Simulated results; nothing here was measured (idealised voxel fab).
Process module heading - voxel wiring stack
Cross-sectional view cut (width: 255 nm; square cell size: 5 nm).
The cross-sections in this document take the form of a grid made of square cells. They are written out as bands, in order from top to bottom. Each band consists of one or more rows of cells.
This entry defines a band. It first specifies the height of the band's top and the height of its bottom in nm, and then specifies the band's materials from left to right, stating each material with its width in nm. The word "edge to edge" identifies a single material that fills the band from edge to edge, while the word "empty" identifies empty space.
Height is counted from the level 0, under which the received wafer is composed throughout of one material. The lowest of the bands is not closed at the bottom but continues downward, in the notation "0 nm and below".
Graded width ("30->40"): value in top row of band = first number; value in bottom row = second number; row-to-row change constant.
Any step labelled "everything unchanged" changed none of the cells in the cross-section.
Listed in "closed voids": every empty space of 8 or more cells without an open way to the top. Form: width x height at distance, the distance being from the left edge, all in nm.
Where a step's line continues beyond its settings, the continuation is a remark by the simulator itself on that step.
When a step includes a mask, the "overlay nm" setting on its line states how far to the right of its planned place that mask lay, and negative values state how far to the left.
# This section lists the process steps that were planned
1,RECEIVE,material Si
2,CONFORMAL_DEP,material SiO2,thk nm 10
3,CONFORMAL_DEP,material SiCN,thk nm 5
4,DIRECTIONAL_DEP,material SiO2,thk nm 15
5,MASKED_ETCH,tone open,mask id METAL_1,width nm 20,pitch nm 50,etch materials SiO2,depth nm 15,overlay nm 0
6,MASKED_ETCH,tone open,mask id METAL_1,width nm 20,pitch nm 50,etch materials SiCN,depth nm 5,overlay nm 0
7,CONFORMAL_DEP,material TiN,thk nm 5
8,FILL_DEP,material Cu,thk nm 10
9,CMP,height nm 30
10,CONFORMAL_DEP,material SiCN,thk nm 5
11,DIRECTIONAL_DEP,material SiO2,thk nm 15
12,MASKED_ETCH,tone open,mask id PLUG_1,width nm 15,pitch nm 100,etch materials SiO2,depth nm 15,overlay nm 0
13,MASKED_ETCH,tone open,mask id PLUG_1,width nm 15,pitch nm 100,etch materials SiCN,depth nm 5,overlay nm 0
14,EPI,material Ru,thk nm 10
15,EPI,material Ru,thk nm 10
16,DIRECTIONAL_DEP,material TiN,thk nm 5
17,DIRECTIONAL_DEP,material Ru,thk nm 20
18,MASKED_ETCH,tone cover,mask id METAL_2,width nm 20,pitch nm 50,etch materials Ru,depth nm 20,overlay nm 0
19,MASKED_ETCH,tone cover,mask id METAL_2,width nm 20,pitch nm 50,etch materials TiN,depth nm 5,overlay nm 0
20,FILL_DEP,material lowk,thk nm 5
21,CMP,height nm 75
22,CONFORMAL_DEP,material SiCN,thk nm 5
# As-received wafer cross-section (after step 1)
  0 nm and below | Si edge to edge
  closed voids: none
# What the wafer looks like in cross-section after this module, when it starts as shown above and follows the plan above but one mistake is made in running it
  80 nm to 75 nm | SiCN edge to edge
  75 nm to 55 nm | lowk 40 nm / Ru 20 nm / lowk 30 nm / Ru 20 nm / lowk 30 nm / Ru 20 nm / lowk 30 nm / Ru 20 nm / lowk 45 nm
  55 nm to 50 nm | Cu edge to edge
  50 nm to 35 nm | SiO2 40 nm / Ru 15 nm / SiO2 85 nm / Ru 15 nm / SiO2 100 nm
  35 nm to 30 nm | SiCN 40 nm / Ru 15 nm / SiCN 85 nm / Ru 15 nm / SiCN 100 nm
  30 nm to 15 nm | SiO2 40 nm / TiN 5 nm / Cu 10 nm / TiN 5 nm / SiO2 30 nm / TiN 5 nm / Cu 10 nm / TiN 5 nm / SiO2 30 nm / TiN 5 nm / Cu 10 nm / TiN 5 nm / SiO2 30 nm / TiN 5 nm / Cu 10 nm / TiN 5 nm / SiO2 45 nm
  15 nm to 10 nm | SiCN 40 nm / TiN 20 nm / SiCN 30 nm / TiN 20 nm / SiCN 30 nm / TiN 20 nm / SiCN 30 nm / TiN 20 nm / SiCN 45 nm
  10 nm to 0 nm | SiO2 edge to edge
  0 nm and below | Si edge to edge
  closed voids: none
Where did the run depart from the plan? step 16 ran with different settings than intended, the actual operation and settings being DIRECTIONAL_DEP,material Cu,thk nm 5
